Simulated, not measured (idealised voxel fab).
process module | voxel lift off
cross-section cut | 285 nm wide | cells 5 nm
A cross-section is a grid of square cells, given in bands from the top down. A band is one or more rows of cells.
Each band's line starts with the height of the band's top and of its bottom, in nm. Then come its materials from left to right, each with its width in nm. One material with "throughout" fills the band from edge to edge. "air" is empty space.
Height 0 is the level under which the wafer as received is all one material. The lowest band goes on downwards, as in "0 down".
A width such as "30 to 40" changes by the same amount from each row of cells to the next, from the band's top row to its bottom row.
"no change" after a step means that no cell of the cross-section changed.
closed voids: empty space of 8 cells or more with no open way to the top, each as width x height at its distance from the left edge, in nm
after a step's settings: what the simulator itself notes on the step
overlay nm, on a step with a mask: how far to the right of its planned place the mask lay; to the left if negative
plan
1 op RECEIVE | material Si
2 op CONFORMAL_DEP | material SiO2 | thk nm 10
3 op PATTERN | tone open | mask id LINES | material resist | width nm 25 | pitch nm 40 | thk nm 20 | overlay nm 0
4 op DIRECTIONAL_DEP | material Ru | thk nm 5
5 op STRIP | etch materials resist
6 op CONFORMAL_DEP | material SiN | thk nm 10
as received, after step 1
  0 down: Si throughout
  closed voids: none
first wafer at the end, as planned
  25 to 20: air 100 | SiN 85 | air 100
  20 to 15: SiN throughout
  15 to 10: SiN 110 | Ru 25 | SiN 15 | Ru 25 | SiN 110
  10 to 0: SiO2 throughout
  0 down: Si throughout
  closed voids: none
second wafer at the end: like start, like plan, one mistake
  15 to 10: air 110 | Ru 25 | air 15 | Ru 25 | air 110
  10 to 0: SiO2 throughout
  0 down: Si throughout
  closed voids: none
what went wrong: step 6 was left out
at the end the second wafer has, in cells: 121 fewer of SiN
